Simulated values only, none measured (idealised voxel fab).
Documented hereafter: the process module known as voxel transistor to metal.
For reference, the cross-section in this document is cut, with width 290 nm and square cells of 5 nm.
Think of the cross-section as a grid of square cells. We describe it in bands, top to bottom, and each band covers one or more rows of those cells. Quick guide to a band line: top height, bottom height (nm) up front; then every material left to right with its width in nm. Only one material and it's marked "edge to edge"? Then it fills the band edge to edge. And "empty" just means empty space. Beneath 0, the wafer as received is one material, and that level is where height counting begins. The lowest band goes on downward without a bottom; it is written like "z 0 and below". Graded width ("30 to 40"): value in top row of band = first number; value in bottom row = second number; row-to-row change constant. Step marked "same as before"? Then no cell in the cross-section changed in it. What "Enclosed internal cavities" gives you is every empty space of 8 cells or more that is cut off from the top. Each appears as width x height at distance, with the distance taken from the left edge and width, height and distance all in nm. Note: text after step settings on the step line = simulator remark on that step. overlay nm: mask right of planned place by this much (step with mask). Neg. = left.
-- So here's the lineup of process steps we planned
step 1: RECEIVE with material Si
step 2: OXIDIZE with depth nm 5
step 3: CONFORMAL_DEP with material SiN, thk nm 15
step 4: DIRECTIONAL_DEP with material aC, thk nm 10
step 5: PATTERN with tone cover, mask id ACTIVE, material resist, width nm 115, pitch nm 145, thk nm 25, overlay nm 0
step 6: DIRECTIONAL_ETCH with etch materials aC, depth nm 10
step 7: STRIP with etch materials resist
step 8: DIRECTIONAL_ETCH with etch materials SiN, depth nm 15
step 9: DIRECTIONAL_ETCH with etch materials SiO2, depth nm 5
step 10: DIRECTIONAL_ETCH with etch materials Si, depth nm 35
step 11: STRIP with etch materials aC
step 12: FILL_DEP with material SiO2, thk nm 15
step 13: CMP with height nm 15
step 14: SELECTIVE_ETCH with etch materials SiO2, depth nm 10
step 15: STRIP with etch materials SiN
step 16: SELECTIVE_ETCH with etch materials SiO2, depth nm 5
step 17: OXIDIZE with depth nm 5
step 18: DIRECTIONAL_DEP with material polySi, thk nm 20
step 19: DIRECTIONAL_DEP with material SiCN, thk nm 10
step 20: DIRECTIONAL_DEP with material aC, thk nm 15
step 21: PATTERN with tone cover, mask id GATE, material resist, width nm 35, pitch nm 145, thk nm 30, overlay nm 0
step 22: DIRECTIONAL_ETCH with etch materials aC, depth nm 15
step 23: STRIP with etch materials resist
step 24: DIRECTIONAL_ETCH with etch materials SiCN, depth nm 20
step 25: DIRECTIONAL_ETCH with etch materials polySi, depth nm 30
step 26: STRIP with etch materials aC
step 27: CONFORMAL_DEP with material SiO2, thk nm 5
step 28: DIRECTIONAL_ETCH with etch materials SiO2, depth nm 5
step 29: CONFORMAL_DEP with material SiN, thk nm 5
step 30: DIRECTIONAL_ETCH with etch materials SiN, depth nm 5
step 31: DIRECTIONAL_ETCH with etch materials SiO2, depth nm 5
step 32: DIRECTIONAL_ETCH with etch materials Si, depth nm 10
step 33: EPI with material SiGe, thk nm 10
step 34: FILL_DEP with material SiO2, thk nm 10
step 35: CMP with height nm 15
step 36: STRIP with etch materials polySi
step 37: SELECTIVE_ETCH with etch materials SiO2, depth nm 5
step 38: CONFORMAL_DEP with material HfO2, thk nm 5
step 39: CONFORMAL_DEP with material TiN, thk nm 5
step 40: FILL_DEP with material W, thk nm 5
step 41: CMP with height nm 10
step 42: DIRECTIONAL_DEP with material SiO2, thk nm 10
step 43: PATTERN with tone open, mask id CONTACT, material resist, width nm 20, thk nm 20, overlay nm 0
step 44: DIRECTIONAL_ETCH with etch materials SiO2, depth nm 30
step 45: STRIP with etch materials resist
step 46: CONFORMAL_DEP with material TiN, thk nm 5
step 47: FILL_DEP with material Ru, thk nm 10
step 48: CMP with height nm 20
step 49: DIRECTIONAL_DEP with material TiN, thk nm 5
step 50: DIRECTIONAL_DEP with material W, thk nm 25
step 51: PATTERN with tone cover, mask id METAL_1, material resist, width nm 20, thk nm 15, overlay nm 0
step 52: DIRECTIONAL_ETCH with etch materials W, depth nm 25
step 53: DIRECTIONAL_ETCH with etch materials TiN, depth nm 5
step 54: STRIP with etch materials resist
step 55: FILL_DEP with material lowk, thk nm 10
step 56: CMP with height nm 50
step 57: CONFORMAL_DEP with material SiCN, thk nm 5
step 58: DIRECTIONAL_DEP with material SiO2, thk nm 30
step 59: MASKED_ETCH with tone open, mask id METAL_2, width nm 20, pitch nm 145, etch materials SiO2, depth nm 15, overlay nm 0
step 60: MASKED_ETCH with tone open, mask id METAL_2_HOLES, width nm 15, pitch nm 145, etch materials SiO2, depth nm 15, overlay nm 0
step 61: MASKED_ETCH with tone open, mask id METAL_2_HOLES, width nm 15, pitch nm 145, etch materials SiCN, depth nm 5, overlay nm 0
step 62: CONFORMAL_DEP with material TiN, thk nm 5
step 63: FILL_DEP with material Cu, thk nm 10
step 64: CMP with height nm 85
step 65: CONFORMAL_DEP with material SiN, thk nm 5
-- as received, after step 1
    z 0 and below: Si edge to edge
    Enclosed internal cavities: none
-- First of two wafers, end-of-module section, run followed plan
    z 90 to 85: SiN edge to edge
    z 85 to 75: 20 of SiO2 | 5 of TiN | 10 of Cu | 5 of TiN | 125 of SiO2 | 5 of TiN | 10 of Cu | 5 of TiN | 105 of SiO2
    z 75 to 70: 20 of SiO2 | 5 of TiN | 5 of Cu | 10 of TiN | 125 of SiO2 | 5 of TiN | 5 of Cu | 10 of TiN | 105 of SiO2
    z 70 to 55: 20 of SiO2 | 5 of TiN | 5 of Cu | 5 of TiN | 130 of SiO2 | 5 of TiN | 5 of Cu | 5 of TiN | 110 of SiO2
    z 55 to 50: 20 of SiCN | 15 of TiN | 130 of SiCN | 15 of TiN | 110 of SiCN
    z 50 to 25: 20 of lowk | 20 of W | 65 of lowk | 20 of W | 40 of lowk | 20 of W | 65 of lowk | 20 of W | 20 of lowk
    z 25 to 20: 20 of lowk | 20 of TiN | 65 of lowk | 20 of TiN | 40 of lowk | 20 of TiN | 65 of lowk | 20 of TiN | 20 of lowk
    z 20 to 10: 20 of SiO2 | 5 of TiN | 10 of Ru | 5 of TiN | 65 of SiO2 | 5 of TiN | 10 of Ru | 5 of TiN | 40 of SiO2 | 5 of TiN | 10 of Ru | 5 of TiN | 65 of SiO2 | 5 of TiN | 10 of Ru | 5 of TiN | 20 of SiO2
    z 10 to 5: 20 of SiO2 | 5 of TiN | 10 of Ru | 5 of TiN | 5 of SiO2 | 5 of SiN | 5 of HfO2 | 5 of TiN | 25 of W | 5 of TiN | 5 of HfO2 | 5 of SiN | 5 of SiO2 | 5 of TiN | 10 of Ru | 5 of TiN | 40 of SiO2 | 5 of TiN | 10 of Ru | 5 of TiN | 5 of SiO2 | 5 of SiN | 5 of HfO2 | 5 of TiN | 25 of W | 5 of TiN | 5 of HfO2 | 5 of SiN | 5 of SiO2 | 5 of TiN | 10 of Ru | 5 of TiN | 20 of SiO2
    z 5 to 0: 20 of SiO2 | 20 of TiN | 5 of SiO2 | 5 of SiN | 5 of HfO2 | 5 of TiN | 25 of W | 5 of TiN | 5 of HfO2 | 5 of SiN | 5 of SiO2 | 20 of TiN | 40 of SiO2 | 20 of TiN | 5 of SiO2 | 5 of SiN | 5 of HfO2 | 5 of TiN | 25 of W | 5 of TiN | 5 of HfO2 | 5 of SiN | 5 of SiO2 | 20 of TiN | 20 of SiO2
    z 0 to -5: 15 of SiO2 | 5 of SiN | 10 of SiGe | 5 of TiN | 10 of SiGe | 5 of SiN | 5 of HfO2 | 35 of TiN | 5 of HfO2 | 5 of SiN | 10 of SiGe | 5 of TiN | 10 of SiGe | 5 of SiN | 30 of SiO2 | 5 of SiN | 10 of SiGe | 5 of TiN | 10 of SiGe | 5 of SiN | 5 of HfO2 | 35 of TiN | 5 of HfO2 | 5 of SiN | 10 of SiGe | 5 of TiN | 10 of SiGe | 5 of SiN | 15 of SiO2
    z -5 to -10: 20 of SiO2 | 10 of SiGe | 5 of TiN | 10 of SiGe | 5 of SiO2 | 45 of HfO2 | 5 of SiO2 | 10 of SiGe | 5 of TiN | 10 of SiGe | 40 of SiO2 | 10 of SiGe | 5 of TiN | 10 of SiGe | 5 of SiO2 | 45 of HfO2 | 5 of SiO2 | 10 of SiGe | 5 of TiN | 10 of SiGe | 20 of SiO2
    z -10 to -20: 15 of SiO2 | 5 of Si | 25 of SiGe | 55 of Si | 25 of SiGe | 5 of Si | 30 of SiO2 | 5 of Si | 25 of SiGe | 55 of Si | 25 of SiGe | 5 of Si | 15 of SiO2
    z -20 to -40: 15 of SiO2 | 115 of Si | 30 of SiO2 | 115 of Si | 15 of SiO2
    z -40 and below: Si edge to edge
    Enclosed internal cavities: none
-- Here's the second of our two wafers sectioned at module end. Same start as the first, same plan, but one mistake got made running it
    z 90 to 85: SiN edge to edge
    z 85 to 75: 20 of SiO2 | 5 of TiN | 10 of Cu | 5 of TiN | 125 of SiO2 | 5 of TiN | 10 of Cu | 5 of TiN | 105 of SiO2
    z 75 to 70: 20 of SiO2 | 5 of TiN | 5 of Cu | 10 of TiN | 125 of SiO2 | 5 of TiN | 5 of Cu | 10 of TiN | 105 of SiO2
    z 70 to 60: 20 of SiO2 | 5 of TiN | 5 of Cu | 5 of TiN | 130 of SiO2 | 5 of TiN | 5 of Cu | 5 of TiN | 110 of SiO2
    z 60 to 55: 20 of SiO2 | 15 of TiN | 130 of SiO2 | 15 of TiN | 110 of SiO2
    z 55 to 50: 30 of SiCN | 5 of TiN | 140 of SiCN | 5 of TiN | 110 of SiCN
    z 50 to 25: 20 of lowk | 20 of W | 65 of lowk | 20 of W | 40 of lowk | 20 of W | 65 of lowk | 20 of W | 20 of lowk
    z 25 to 20: 20 of lowk | 20 of TiN | 65 of lowk | 20 of TiN | 40 of lowk | 20 of TiN | 65 of lowk | 20 of TiN | 20 of lowk
    z 20 to 10: 20 of SiO2 | 5 of TiN | 10 of Ru | 5 of TiN | 65 of SiO2 | 5 of TiN | 10 of Ru | 5 of TiN | 40 of SiO2 | 5 of TiN | 10 of Ru | 5 of TiN | 65 of SiO2 | 5 of TiN | 10 of Ru | 5 of TiN | 20 of SiO2
    z 10 to 5: 20 of SiO2 | 5 of TiN | 10 of Ru | 5 of TiN | 5 of SiO2 | 5 of SiN | 5 of HfO2 | 5 of TiN | 25 of W | 5 of TiN | 5 of HfO2 | 5 of SiN | 5 of SiO2 | 5 of TiN | 10 of Ru | 5 of TiN | 40 of SiO2 | 5 of TiN | 10 of Ru | 5 of TiN | 5 of SiO2 | 5 of SiN | 5 of HfO2 | 5 of TiN | 25 of W | 5 of TiN | 5 of HfO2 | 5 of SiN | 5 of SiO2 | 5 of TiN | 10 of Ru | 5 of TiN | 20 of SiO2
    z 5 to 0: 20 of SiO2 | 20 of TiN | 5 of SiO2 | 5 of SiN | 5 of HfO2 | 5 of TiN | 25 of W | 5 of TiN | 5 of HfO2 | 5 of SiN | 5 of SiO2 | 20 of TiN | 40 of SiO2 | 20 of TiN | 5 of SiO2 | 5 of SiN | 5 of HfO2 | 5 of TiN | 25 of W | 5 of TiN | 5 of HfO2 | 5 of SiN | 5 of SiO2 | 20 of TiN | 20 of SiO2
    z 0 to -5: 15 of SiO2 | 5 of SiN | 10 of SiGe | 5 of TiN | 10 of SiGe | 5 of SiN | 5 of HfO2 | 35 of TiN | 5 of HfO2 | 5 of SiN | 10 of SiGe | 5 of TiN | 10 of SiGe | 5 of SiN | 30 of SiO2 | 5 of SiN | 10 of SiGe | 5 of TiN | 10 of SiGe | 5 of SiN | 5 of HfO2 | 35 of TiN | 5 of HfO2 | 5 of SiN | 10 of SiGe | 5 of TiN | 10 of SiGe | 5 of SiN | 15 of SiO2
    z -5 to -10: 20 of SiO2 | 10 of SiGe | 5 of TiN | 10 of SiGe | 5 of SiO2 | 45 of HfO2 | 5 of SiO2 | 10 of SiGe | 5 of TiN | 10 of SiGe | 40 of SiO2 | 10 of SiGe | 5 of TiN | 10 of SiGe | 5 of SiO2 | 45 of HfO2 | 5 of SiO2 | 10 of SiGe | 5 of TiN | 10 of SiGe | 20 of SiO2
    z -10 to -20: 15 of SiO2 | 5 of Si | 25 of SiGe | 55 of Si | 25 of SiGe | 5 of Si | 30 of SiO2 | 5 of Si | 25 of SiGe | 55 of Si | 25 of SiGe | 5 of Si | 15 of SiO2
    z -20 to -40: 15 of SiO2 | 115 of Si | 30 of SiO2 | 115 of Si | 15 of SiO2
    z -40 and below: Si edge to edge
    Enclosed internal cavities: none
What was the processing mistake? step 61 did not use the planned setting and instead ran as MASKED_ETCH with tone open, mask id METAL_2_HOLES, width nm 15, pitch nm 145, etch materials SiCN, depth nm 5, overlay nm 10
Wrapping up, a cell-based count of both wafers puts the second over or under the first for these materials: Cu: 2 fewer, SiCN: 4 more, TiN: 2 fewer
